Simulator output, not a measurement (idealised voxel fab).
A process module follows: voxel capacitor over wiring.
Square cell edge 5 nm, section width 280 nm, ID cut.
If you're reading a cross-section in this doc, picture square cells in a grid; it comes to you as bands, top ones listed first down to the bottom, and a band can be one or more rows of cells. Quick guide to a band line: top height, bottom height (nm) up front; then every material left to right with its width in nm. Only one material and it's marked "throughout"? Then it fills the band edge to edge. And "empty" just means empty space. Heads up on the height convention: 0 is the point under which the incoming wafer is all one material, and the lowest band has no bottom, it just keeps going down, like "0..down". The notation "30 to 40" denotes a width that varies across the rows of cells in the band, beginning at the first number in the top row, finishing at the second number in the bottom row, and changing by an identical amount from each row to the next. "everything unchanged" after a step means that no cell of the cross-section changed. "Completely enclosed voids" enumerates empty spaces isolated from the top, with no open way to it, that contain at least 8 cells, giving each as width x height at distance from the left edge, all three in nm. On each step's line, the part that comes after the settings is the simulator's own comment on the step. Steps that use a mask can have "overlay nm" on their line. It says how far the mask sat to the right of where it was meant to be. Negative means to the left.

LIST OF PLANNED PROCESS STEPS
1,op RECEIVE | material Si
2,op CONFORMAL_DEP | material SiO2 | thk nm 10
3,op DIRECTIONAL_DEP | material TiN | thk nm 5
4,op DIRECTIONAL_DEP | material Ru | thk nm 15
5,op PATTERN | tone cover | mask id METAL_1 | material resist | width nm 25 | pitch nm 80 | thk nm 20 | overlay nm 0
6,op DIRECTIONAL_ETCH | etch materials Ru | depth nm 15
7,op DIRECTIONAL_ETCH | etch materials TiN | depth nm 5
8,op STRIP | etch materials resist
9,op CONFORMAL_DEP | material SiN | thk nm 5
10,op FILL_DEP | material SiO2 | thk nm 10
11,op CMP | height nm 30
12,op CONFORMAL_DEP | material SiCN | thk nm 5
13,op DIRECTIONAL_DEP | material lowk | thk nm 10
14,op DIRECTIONAL_DEP | material aC | thk nm 15
15,op PATTERN | tone open | mask id PLUG_1 | material resist | width nm 15 | thk nm 35 | overlay nm 0
16,op DIRECTIONAL_ETCH | etch materials aC | depth nm 15
17,op STRIP | etch materials resist
18,op DIRECTIONAL_ETCH | etch materials lowk | depth nm 10
19,op DIRECTIONAL_ETCH | etch materials SiCN | depth nm 5
20,op STRIP | etch materials aC
21,op CONFORMAL_DEP | material TiN | thk nm 5
22,op FILL_DEP | material W | thk nm 10
23,op CMP | height nm 45
24,op DIRECTIONAL_DEP | material TiN | thk nm 10
25,op DIRECTIONAL_DEP | material Al2O3 | thk nm 5
26,op DIRECTIONAL_DEP | material TiN | thk nm 10
27,op PATTERN | tone cover | mask id UPPER_PLATE | material resist | width nm 60 | thk nm 15 | overlay nm 0
28,op DIRECTIONAL_ETCH | etch materials TiN | depth nm 10
29,op DIRECTIONAL_ETCH | etch materials Al2O3 | depth nm 5
30,op STRIP | etch materials resist
31,op MASKED_ETCH | tone cover | mask id LOWER_PLATE | width nm 70 | etch materials TiN | depth nm 10 | overlay nm 0
32,op FILL_DEP | material SiO2 | thk nm 20
33,op CMP | height nm 85
34,op PATTERN | tone open | mask id PLUG_2 | material resist | width nm 15 | thk nm 15 | overlay nm 0
35,op DIRECTIONAL_ETCH | etch materials SiO2 | depth nm 15
36,op STRIP | etch materials resist
37,op CONFORMAL_DEP | material TiN | thk nm 5
38,op FILL_DEP | material Ru | thk nm 10
39,op CMP | height nm 85
40,op CONFORMAL_DEP | material SiCN | thk nm 5

WAFER AT RECEIPT (POST STEP 1), CROSS-SECTION
- 0..down  Si throughout
- Completely enclosed voids: none

AS-PLANNED RUN: CROSS-SECTION OF THE FIRST OF TWO WAFERS AT END OF MODULE
- 90..85  SiCN throughout
- 85..75  SiO2=105, then TiN=5, then Ru=5, then TiN=5, then SiO2=160
- 75..70  SiO2=105, then TiN=15, then SiO2=160
- 70..60  SiO2=95, then TiN=60, then SiO2=125
- 60..55  SiO2=95, then Al2O3=60, then SiO2=125
- 55..45  SiO2=90, then TiN=70, then SiO2=120
- 45..35  lowk=95, then TiN=5, then W=5, then TiN=5, then lowk=170
- 35..30  SiCN=95, then TiN=15, then SiCN=170
- 30..15  SiO2=80, then SiN=5, then Ru=25, then SiN=5, then SiO2=45, then SiN=5, then Ru=25, then SiN=5, then SiO2=85
- 15..10  SiN=85, then TiN=25, then SiN=55, then TiN=25, then SiN=90
- 10..0  SiO2 throughout
- 0..down  Si throughout
- Completely enclosed voids: none

THE SECOND WAFER, SHOWN IN CROSS-SECTION AFTER THE MODULE: STARTED THE SAME WAY AS THE FIRST AND GIVEN THE SAME PLAN, YET ONE MISTAKE CREPT INTO HOW IT WAS RUN
- 90..85  SiCN throughout
- 85..75  SiO2=105, then TiN=5, then Ru=5, then TiN=5, then SiO2=160
- 75..70  SiO2=105, then TiN=15, then SiO2=160
- 70..60  SiO2=95, then TiN=60, then SiO2=125
- 60..55  SiO2=95, then Al2O3=60, then SiO2=125
- 55..45  SiO2=90, then TiN=70, then SiO2=120
- 45..35  lowk=95, then TiN=5, then W=5, then TiN=5, then lowk=170
- 35..30  SiCN=95, then TiN=15, then SiCN=170
- 30..15  SiO2=85, then SiN=5, then Ru=20, then SiN=5, then SiO2=50, then SiN=5, then Ru=20, then SiN=5, then SiO2=85
- 15..10  SiN=90, then TiN=20, then SiN=60, then TiN=20, then SiN=90
- 10..0  SiO2 throughout
- 0..down  Si throughout
- Completely enclosed voids: none
Plan not followed: step 5 ran differently from the plan; actual operation with settings: op PATTERN | tone cover | mask id METAL_1 | material resist | width nm 20 | pitch nm 80 | thk nm 20 | overlay nm 0
Final difference in cells, second wafer against first, listed per material as more or fewer: Ru: 6 fewer; SiN: 2 more; SiO2: 6 more; TiN: 2 fewer
